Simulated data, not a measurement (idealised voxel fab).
This is a process module. Its name is voxel air gaps.
The cross-section on display is named cut; it measures 175 nm wide, and its cells are 5 nm squares.
Cross-section spec: square-cell grid; bands listed top down; each band is one or more rows.
First you get the band's top height and its bottom height, in nm, and then the materials it's made of, left to right, with each width in nm. If you see a single material with "full width", that one covers the band edge to edge. "air" is empty space.
A quick word on heights: they are counted from 0, and under that level the wafer as it came to us is one material throughout. The lowest band is different from the rest in having no bottom; it simply continues downward, written as in "top 0, no bottom".
The two numbers in a width such as "30..40" mark its ends across the band: the first belongs to the top row of cells, the second to the bottom row, and from each row to the next the width moves by the same amount.
It should be understood that the words "no change occurred", when stated for a given step, signify that the cross-section underwent no change in any of its cells during that step.
So "Completely enclosed voids" is basically the list of trapped voids: any empty space of 8 cells or more that can't reach the top through an opening. They're written width x height at distance, the distance being from the left edge, and it's all nm.
That trailing text on a step's line, after the settings, is the simulator's own remark on the step.
A step's line can hold "overlay nm"; with a mask on that step, the setting says how far right of the planned place the mask lay, while a negative setting says it lay to the left.
-- Below is the list of planned process steps
1 RECEIVE (material Si)
2 CONFORMAL_DEP (material SiO2; thk nm 15)
3 CONFORMAL_DEP (material SiN; thk nm 5)
4 DIRECTIONAL_DEP (material SiO2; thk nm 35)
5 MASKED_ETCH (tone open; mask id LINES; width nm 15; pitch nm 40; etch materials SiO2; depth nm 35; overlay nm 0)
6 CONFORMAL_DEP (material TiN; thk nm 5)
7 FILL_DEP (material Cu; thk nm 10)
8 CMP (height nm 55)
9 EPI (material Ru; thk nm 10)
10 SELECTIVE_ETCH (etch materials SiO2; depth nm 45)
11 CONFORMAL_DEP (material SiCN; thk nm 5)
-- Run as planned: first of two wafers
-- Wafer as received: cross-section following step 1
top 0, no bottom  Si full width
Completely enclosed voids: none
-- Sectional view: wafer, after step 2
top 15, bottom 0  SiO2 full width
Note: structure below 0 unchanged.
-- Sectional view: wafer, after step 3
top 20, bottom 15  SiN full width
Note: structure below 15 unchanged.
-- Sectional view: wafer, after step 4
top 55, bottom 20  SiO2 full width
Note: structure below 20 unchanged.
-- Sectional view: wafer, after step 5
top 55, bottom 20  SiO2 20 nm | air 15 nm | SiO2 25 nm | air 15 nm | SiO2 25 nm | air 15 nm | SiO2 25 nm | air 15 nm | SiO2 20 nm
Note: structure below 20 unchanged.
-- Sectional view: wafer, after step 6
top 60, bottom 55  TiN 25 nm | air 5 nm | TiN 35 nm | air 5 nm | TiN 35 nm | air 5 nm | TiN 35 nm | air 5 nm | TiN 25 nm
top 55, bottom 25  SiO2 20 nm | TiN 5 nm | air 5 nm | TiN 5 nm | SiO2 25 nm | TiN 5 nm | air 5 nm | TiN 5 nm | SiO2 25 nm | TiN 5 nm | air 5 nm | TiN 5 nm | SiO2 25 nm | TiN 5 nm | air 5 nm | TiN 5 nm | SiO2 20 nm
top 25, bottom 20  SiO2 20 nm | TiN 15 nm | SiO2 25 nm | TiN 15 nm | SiO2 25 nm | TiN 15 nm | SiO2 25 nm | TiN 15 nm | SiO2 20 nm
Note: structure below 20 unchanged.
-- Sectional view: wafer, after step 7
top 70, bottom 60  Cu full width
top 60, bottom 55  TiN 25 nm | Cu 5 nm | TiN 35 nm | Cu 5 nm | TiN 35 nm | Cu 5 nm | TiN 35 nm | Cu 5 nm | TiN 25 nm
top 55, bottom 25  SiO2 20 nm | TiN 5 nm | Cu 5 nm | TiN 5 nm | SiO2 25 nm | TiN 5 nm | Cu 5 nm | TiN 5 nm | SiO2 25 nm | TiN 5 nm | Cu 5 nm | TiN 5 nm | SiO2 25 nm | TiN 5 nm | Cu 5 nm | TiN 5 nm | SiO2 20 nm
Note: structure below 25 unchanged.
-- Sectional view: wafer, after step 8
top 55, bottom 25  SiO2 20 nm | TiN 5 nm | Cu 5 nm | TiN 5 nm | SiO2 25 nm | TiN 5 nm | Cu 5 nm | TiN 5 nm | SiO2 25 nm | TiN 5 nm | Cu 5 nm | TiN 5 nm | SiO2 25 nm | TiN 5 nm | Cu 5 nm | TiN 5 nm | SiO2 20 nm
Note: structure below 25 unchanged.
-- Sectional view: wafer, after step 9
top 65, bottom 55  air 10 nm | Ru 35 nm | air 5 nm | Ru 35 nm | air 5 nm | Ru 35 nm | air 5 nm | Ru 35 nm | air 10 nm
Note: structure below 55 unchanged.
-- Sectional view: wafer, after step 10
top 65, bottom 55  air 10 nm | Ru 35 nm | air 5 nm | Ru 35 nm | air 5 nm | Ru 35 nm | air 5 nm | Ru 35 nm | air 10 nm
top 55, bottom 25  air 20 nm | TiN 5 nm | Cu 5 nm | TiN 5 nm | air 25 nm | TiN 5 nm | Cu 5 nm | TiN 5 nm | air 25 nm | TiN 5 nm | Cu 5 nm | TiN 5 nm | air 25 nm | TiN 5 nm | Cu 5 nm | TiN 5 nm | air 20 nm
top 25, bottom 20  air 20 nm | TiN 15 nm | air 25 nm | TiN 15 nm | air 25 nm | TiN 15 nm | air 25 nm | TiN 15 nm | air 20 nm
Note: structure below 20 unchanged.
-- Sectional view: wafer, after step 11
top 70, bottom 65  air 5 nm | SiCN 165 nm | air 5 nm
top 65, bottom 55  air 5 nm | SiCN 5 nm | Ru 35 nm | SiCN 5 nm | Ru 35 nm | SiCN 5 nm | Ru 35 nm | SiCN 5 nm | Ru 35 nm | SiCN 5 nm | air 5 nm
top 55, bottom 50  air 5 nm | SiCN 15 nm | TiN 5 nm | Cu 5 nm | TiN 5 nm | SiCN 25 nm | TiN 5 nm | Cu 5 nm | TiN 5 nm | SiCN 25 nm | TiN 5 nm | Cu 5 nm | TiN 5 nm | SiCN 25 nm | TiN 5 nm | Cu 5 nm | TiN 5 nm | SiCN 15 nm | air 5 nm
top 50, bottom 25  air 15 nm | SiCN 5 nm | TiN 5 nm | Cu 5 nm | TiN 5 nm | SiCN 5 nm | air 15 nm | SiCN 5 nm | TiN 5 nm | Cu 5 nm | TiN 5 nm | SiCN 5 nm | air 15 nm | SiCN 5 nm | TiN 5 nm | Cu 5 nm | TiN 5 nm | SiCN 5 nm | air 15 nm | SiCN 5 nm | TiN 5 nm | Cu 5 nm | TiN 5 nm | SiCN 5 nm | air 15 nm
top 25, bottom 20  SiCN 20 nm | TiN 15 nm | SiCN 25 nm | TiN 15 nm | SiCN 25 nm | TiN 15 nm | SiCN 25 nm | TiN 15 nm | SiCN 20 nm
Note: structure below 20 unchanged.
Completely enclosed voids: 15 x 25 at 40; 15 x 25 at 80; 15 x 25 at 120
-- For the second wafer, take the first wafer's start and plan, then add one mistake made in running it; everything through step 4, that step included, is shared with the first
-- Cross-section, second wafer, at the end time the plan gives for step 5
top 55, bottom 20  SiO2 15 nm | air 15 nm | SiO2 25 nm | air 15 nm | SiO2 25 nm | air 15 nm | SiO2 25 nm | air 15 nm | SiO2 25 nm
Note: structure below 20 unchanged.
-- Cross-section, second wafer, at the end time the plan gives for step 6
top 60, bottom 55  TiN 20 nm | air 5 nm | TiN 35 nm | air 5 nm | TiN 35 nm | air 5 nm | TiN 35 nm | air 5 nm | TiN 30 nm
top 55, bottom 25  SiO2 15 nm | TiN 5 nm | air 5 nm | TiN 5 nm | SiO2 25 nm | TiN 5 nm | air 5 nm | TiN 5 nm | SiO2 25 nm | TiN 5 nm | air 5 nm | TiN 5 nm | SiO2 25 nm | TiN 5 nm | air 5 nm | TiN 5 nm | SiO2 25 nm
top 25, bottom 20  SiO2 15 nm | TiN 15 nm | SiO2 25 nm | TiN 15 nm | SiO2 25 nm | TiN 15 nm | SiO2 25 nm | TiN 15 nm | SiO2 25 nm
Note: structure below 20 unchanged.
-- Cross-section, second wafer, at the end time the plan gives for step 7
top 70, bottom 60  Cu full width
top 60, bottom 55  TiN 20 nm | Cu 5 nm | TiN 35 nm | Cu 5 nm | TiN 35 nm | Cu 5 nm | TiN 35 nm | Cu 5 nm | TiN 30 nm
top 55, bottom 25  SiO2 15 nm | TiN 5 nm | Cu 5 nm | TiN 5 nm | SiO2 25 nm | TiN 5 nm | Cu 5 nm | TiN 5 nm | SiO2 25 nm | TiN 5 nm | Cu 5 nm | TiN 5 nm | SiO2 25 nm | TiN 5 nm | Cu 5 nm | TiN 5 nm | SiO2 25 nm
Note: structure below 25 unchanged.
-- Cross-section, second wafer, at the end time the plan gives for step 8
top 55, bottom 25  SiO2 15 nm | TiN 5 nm | Cu 5 nm | TiN 5 nm | SiO2 25 nm | TiN 5 nm | Cu 5 nm | TiN 5 nm | SiO2 25 nm | TiN 5 nm | Cu 5 nm | TiN 5 nm | SiO2 25 nm | TiN 5 nm | Cu 5 nm | TiN 5 nm | SiO2 25 nm
Note: structure below 25 unchanged.
-- Cross-section, second wafer, at the end time the plan gives for step 9
top 65, bottom 55  air 5 nm | Ru 35 nm | air 5 nm | Ru 35 nm | air 5 nm | Ru 35 nm | air 5 nm | Ru 35 nm | air 15 nm
Note: structure below 55 unchanged.
-- Cross-section, second wafer, at the end time the plan gives for step 10
top 65, bottom 55  air 5 nm | Ru 35 nm | air 5 nm | Ru 35 nm | air 5 nm | Ru 35 nm | air 5 nm | Ru 35 nm | air 15 nm
top 55, bottom 25  air 15 nm | TiN 5 nm | Cu 5 nm | TiN 5 nm | air 25 nm | TiN 5 nm | Cu 5 nm | TiN 5 nm | air 25 nm | TiN 5 nm | Cu 5 nm | TiN 5 nm | air 25 nm | TiN 5 nm | Cu 5 nm | TiN 5 nm | air 25 nm
top 25, bottom 20  air 15 nm | TiN 15 nm | air 25 nm | TiN 15 nm | air 25 nm | TiN 15 nm | air 25 nm | TiN 15 nm | air 25 nm
Note: structure below 20 unchanged.
-- Cross-section, second wafer, at the end time the plan gives for step 11
top 70, bottom 65  SiCN 165 nm | air 10 nm
top 65, bottom 55  SiCN 5 nm | Ru 35 nm | SiCN 5 nm | Ru 35 nm | SiCN 5 nm | Ru 35 nm | SiCN 5 nm | Ru 35 nm | SiCN 5 nm | air 10 nm
top 55, bottom 50  SiCN 15 nm | TiN 5 nm | Cu 5 nm | TiN 5 nm | SiCN 25 nm | TiN 5 nm | Cu 5 nm | TiN 5 nm | SiCN 25 nm | TiN 5 nm | Cu 5 nm | TiN 5 nm | SiCN 25 nm | TiN 5 nm | Cu 5 nm | TiN 5 nm | SiCN 15 nm | air 10 nm
top 50, bottom 25  air 10 nm | SiCN 5 nm | TiN 5 nm | Cu 5 nm | TiN 5 nm | SiCN 5 nm | air 15 nm | SiCN 5 nm | TiN 5 nm | Cu 5 nm | TiN 5 nm | SiCN 5 nm | air 15 nm | SiCN 5 nm | TiN 5 nm | Cu 5 nm | TiN 5 nm | SiCN 5 nm | air 15 nm | SiCN 5 nm | TiN 5 nm | Cu 5 nm | TiN 5 nm | SiCN 5 nm | air 20 nm
top 25, bottom 20  SiCN 15 nm | TiN 15 nm | SiCN 25 nm | TiN 15 nm | SiCN 25 nm | TiN 15 nm | SiCN 25 nm | TiN 15 nm | SiCN 25 nm
Note: structure below 20 unchanged.
Completely enclosed voids: 10 x 25 at 0; 15 x 25 at 35; 15 x 25 at 75; 15 x 25 at 115
Short version of what went wrong: note that step 5 departed from the planned setting and was carried out as MASKED_ETCH (tone open; mask id LINES; width nm 15; pitch nm 40; etch materials SiO2; depth nm 35; overlay nm -5)
Tallied in cells, the final second wafer holds each material in the same quantity as the first, although not at the same places.
On completion, 4 closed voids are found in the second wafer, whereas the first wafer has 3.
